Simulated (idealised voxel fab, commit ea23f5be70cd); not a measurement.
Proc. module: voxel transistor to metal
Cross-sectional view cut (width: 185 nm; square cell size: 5 nm).
If you're reading a cross-section in this doc, picture square cells in a grid; it comes to you as bands, top ones listed first down to the bottom, and a band can be one or more rows of cells.
This entry defines a band. It first specifies the height of the band's top and the height of its bottom in nm, and then specifies the band's materials from left to right, stating each material with its width in nm. The word "full width" identifies a single material that fills the band from edge to edge, while the word "air" identifies empty space.
Basically, 0 is our baseline, since under it the wafer straight out of the box is all one material. The bottom band has no lower end and keeps on going down, so it looks like "z 0 and below".
The width entry "30..40" should be interpreted row by row: the top row of cells in the band takes the first number, the bottom row takes the second number, and the change between adjacent rows is uniform throughout.
"remained the same" after a step means that no cell of the cross-section changed.
Heads up: "Sealed internal cavities" only lists the empty pockets with no open path to the top that are 8 cells or more, and it writes them as width x height at distance, distance from the left edge, in nm.
What comes after the settings on a step's line is commentary from the simulator itself on that step.
"overlay nm" answers the question of how far to the right of plan the mask lay on a step that has a mask, and when it is negative the answer is to the left.
THE STEPS PLANNED FOR THE PROCESS ARE AS FOLLOWS
1) RECEIVE: material Si
2) CONFORMAL_DEP: material SiO2, thk nm 5
3) CONFORMAL_DEP: material SiN, thk nm 10
4) DIRECTIONAL_DEP: material aC, thk nm 10
5) PATTERN: tone cover, mask id ACTIVE, material resist, width nm 100, thk nm 25, overlay nm 0
6) DIRECTIONAL_ETCH: etch materials aC, depth nm 10
7) STRIP: etch materials resist
8) DIRECTIONAL_ETCH: etch materials SiN, depth nm 10
9) DIRECTIONAL_ETCH: etch materials SiO2, depth nm 5
10) DIRECTIONAL_ETCH: etch materials Si, depth nm 25
11) STRIP: etch materials aC
12) OXIDIZE: depth nm 5
13) FILL_DEP: material SiO2, thk nm 5
14) CMP: height nm 15
15) SELECTIVE_ETCH: etch materials SiO2, depth nm 5
16) STRIP: etch materials SiN
17) SELECTIVE_ETCH: etch materials SiO2, depth nm 5
18) OXIDIZE: depth nm 5
19) DIRECTIONAL_DEP: material polySi, thk nm 30
20) DIRECTIONAL_DEP: material SiCN, thk nm 15
21) DIRECTIONAL_DEP: material aC, thk nm 15
22) PATTERN: tone cover, mask id GATE, material resist, width nm 30, thk nm 35, overlay nm 0
23) DIRECTIONAL_ETCH: etch materials aC, depth nm 15
24) STRIP: etch materials resist
25) DIRECTIONAL_ETCH: etch materials SiCN, depth nm 25
26) DIRECTIONAL_ETCH: etch materials polySi, depth nm 40
27) STRIP: etch materials aC
28) CONFORMAL_DEP: material SiN, thk nm 5
29) DIRECTIONAL_ETCH: etch materials SiN, depth nm 5
30) DIRECTIONAL_ETCH: etch materials SiO2, depth nm 5
31) DIRECTIONAL_ETCH: etch materials Si, depth nm 10
32) EPI: material SiGe, thk nm 10
33) FILL_DEP: material SiO2, thk nm 5
34) CMP: height nm 30
35) STRIP: etch materials polySi
36) SELECTIVE_ETCH: etch materials SiO2, depth nm 5
37) CONFORMAL_DEP: material HfO2, thk nm 5
38) CONFORMAL_DEP: material TiN, thk nm 5
39) FILL_DEP: material W, thk nm 5
40) CMP: height nm 25
41) DIRECTIONAL_DEP: material SiO2, thk nm 15
42) PATTERN: tone open, mask id CONTACT, material resist, width nm 15, pitch nm 75, thk nm 20, overlay nm 0
43) DIRECTIONAL_ETCH: etch materials SiO2, depth nm 45
44) STRIP: etch materials resist
45) CONFORMAL_DEP: material TiN, thk nm 5
46) FILL_DEP: material W, thk nm 10
47) CMP: height nm 40
48) CONFORMAL_DEP: material SiCN, thk nm 5
49) DIRECTIONAL_DEP: material lowk, thk nm 15
50) MASKED_ETCH: tone open, mask id METAL_1, width nm 15, pitch nm 75, etch materials lowk, depth nm 15, overlay nm 0
51) MASKED_ETCH: tone open, mask id METAL_1, width nm 15, pitch nm 75, etch materials SiCN, depth nm 5, overlay nm 0
52) CONFORMAL_DEP: material TiN, thk nm 5
53) FILL_DEP: material Cu, thk nm 5
54) CMP: height nm 60
55) CONFORMAL_DEP: material SiCN, thk nm 5
56) DIRECTIONAL_DEP: material lowk, thk nm 35
57) DIRECTIONAL_DEP: material aC, thk nm 10
58) PATTERN: tone open, mask id METAL_2, material resist, width nm 15, pitch nm 75, thk nm 25, overlay nm 0
59) DIRECTIONAL_ETCH: etch materials aC, depth nm 10
60) STRIP: etch materials resist
61) DIRECTIONAL_ETCH: etch materials lowk, depth nm 20
62) STRIP: etch materials aC
63) DIRECTIONAL_DEP: material aC, thk nm 15
64) PATTERN: tone open, mask id METAL_2_HOLES, material resist, width nm 15, pitch nm 75, thk nm 30, overlay nm 0
65) DIRECTIONAL_ETCH: etch materials aC, depth nm 15
66) STRIP: etch materials resist
67) DIRECTIONAL_ETCH: etch materials lowk, depth nm 15
68) DIRECTIONAL_ETCH: etch materials SiCN, depth nm 5
69) STRIP: etch materials aC
70) CONFORMAL_DEP: material TiN, thk nm 5
71) FILL_DEP: material Cu, thk nm 10
72) CMP: height nm 100
73) CONFORMAL_DEP: material SiCN, thk nm 5
Heads up: all these wafers start the same, and what changes between them is the width nm in step 42. The value you see in the plan is just what the first wafer got.
THE FIRST OF SEVERAL WAFERS AS RECEIVED, SHOWN IN CROSS-SECTION; THIS IS ITS STATE AFTER STEP 1
	z 0 and below: Si full width
	Sealed internal cavities: none
FIRST WAFER AT THE END, AFTER STEP 73
	z 105 to 100: SiCN full width
	z 100 to 65: lowk 45 | TiN 5 | Cu 5 | TiN 5 | lowk 60 | TiN 5 | Cu 5 | TiN 5 | lowk 50
	z 65 to 60: SiCN 45 | TiN 15 | SiCN 60 | TiN 15 | SiCN 50
	z 60 to 45: lowk 45 | TiN 5 | Cu 5 | TiN 5 | lowk 60 | TiN 5 | Cu 5 | TiN 5 | lowk 50
	z 45 to 40: SiCN 45 | TiN 15 | SiCN 60 | TiN 15 | SiCN 50
	z 40 to 25: SiO2 45 | TiN 5 | W 5 | TiN 5 | SiO2 60 | TiN 5 | W 5 | TiN 5 | SiO2 50
	z 25 to 5: SiO2 45 | TiN 5 | W 5 | TiN 5 | SiO2 10 | SiN 5 | HfO2 5 | TiN 5 | W 10 | TiN 5 | HfO2 5 | SiN 5 | SiO2 10 | TiN 5 | W 5 | TiN 5 | SiO2 50
	z 5 to 0: SiO2 35 | SiN 5 | SiO2 5 | TiN 5 | W 5 | TiN 5 | SiGe 10 | SiN 5 | HfO2 5 | TiN 20 | HfO2 5 | SiN 5 | SiGe 10 | TiN 5 | W 5 | TiN 5 | SiO2 5 | SiN 5 | SiO2 40
	z 0 to -5: SiO2 45 | TiN 15 | SiGe 10 | HfO2 40 | SiGe 10 | TiN 15 | SiO2 50
	z -5 to -15: SiO2 45 | SiGe 25 | Si 40 | SiGe 25 | SiO2 50
	z -15 to -30: SiO2 45 | Si 90 | SiO2 50
	z -30 and below: Si full width
	Sealed internal cavities: none
THE MODULE'S END: A CROSS-SECTION OF THE LAST WAFER
	z 105 to 100: SiCN full width
	z 100 to 65: lowk 45 | TiN 5 | Cu 5 | TiN 5 | lowk 60 | TiN 5 | Cu 5 | TiN 5 | lowk 50
	z 65 to 60: SiCN 45 | TiN 15 | SiCN 60 | TiN 15 | SiCN 50
	z 60 to 45: lowk 45 | TiN 5 | Cu 5 | TiN 5 | lowk 60 | TiN 5 | Cu 5 | TiN 5 | lowk 50
	z 45 to 40: SiCN 45 | TiN 15 | SiCN 60 | TiN 15 | SiCN 50
	z 40 to 25: SiO2 40 | TiN 5 | W 20 | TiN 5 | SiO2 45 | TiN 5 | W 20 | TiN 5 | SiO2 40
	z 25 to 10: SiO2 40 | TiN 5 | W 20 | TiN 5 | SiN 5 | HfO2 5 | TiN 5 | W 10 | TiN 5 | HfO2 5 | SiN 5 | SiO2 5 | TiN 5 | W 20 | TiN 5 | SiO2 40
	z 10 to 5: SiO2 40 | TiN 5 | W 10 | TiN 15 | SiN 5 | HfO2 5 | TiN 5 | W 10 | TiN 5 | HfO2 5 | SiN 5 | SiO2 5 | TiN 10 | W 10 | TiN 10 | SiO2 40
	z 5 to 0: SiO2 35 | SiN 5 | TiN 5 | W 10 | TiN 5 | SiGe 10 | SiN 5 | HfO2 5 | TiN 20 | HfO2 5 | SiN 5 | SiGe 10 | TiN 5 | W 10 | TiN 5 | SiN 5 | SiO2 40
	z 0 to -5: SiO2 40 | TiN 20 | SiGe 10 | HfO2 40 | SiGe 10 | TiN 20 | SiO2 45
	z -5 to -15: SiO2 45 | SiGe 25 | Si 40 | SiGe 25 | SiO2 50
	z -15 to -30: SiO2 45 | Si 90 | SiO2 50
	z -30 and below: Si full width
	Sealed internal cavities: none
QUICK KEY FOR THE TABLE: A ROW PER WAFER, TAKEN AT THE END OF THE MODULE. FOR EACH MATERIAL IT TELLS YOU HOW MANY CELLS THE WAFER GAINED (+) OR LOST (-) SINCE IT CAME IN, AND THE CLOSED VOIDS COME AFTER
width nm 15 | +20 Cu | +18 HfO2 | -152 Si | +99 SiCN | +28 SiGe | +12 SiN | +316 SiO2 | +102 TiN | +24 W | +310 lowk | Sealed internal cavities: none
width nm 20 | +20 Cu | +18 HfO2 | -152 Si | +99 SiCN | +28 SiGe | +12 SiN | +300 SiO2 | +104 TiN | +38 W | +310 lowk | Sealed internal cavities: none
width nm 25 | +20 Cu | +18 HfO2 | -152 Si | +99 SiCN | +28 SiGe | +12 SiN | +284 SiO2 | +106 TiN | +52 W | +310 lowk | Sealed internal cavities: none
width nm 30 | +20 Cu | +18 HfO2 | -152 Si | +99 SiCN | +28 SiGe | +12 SiN | +270 SiO2 | +108 TiN | +64 W | +310 lowk | Sealed internal cavities: none
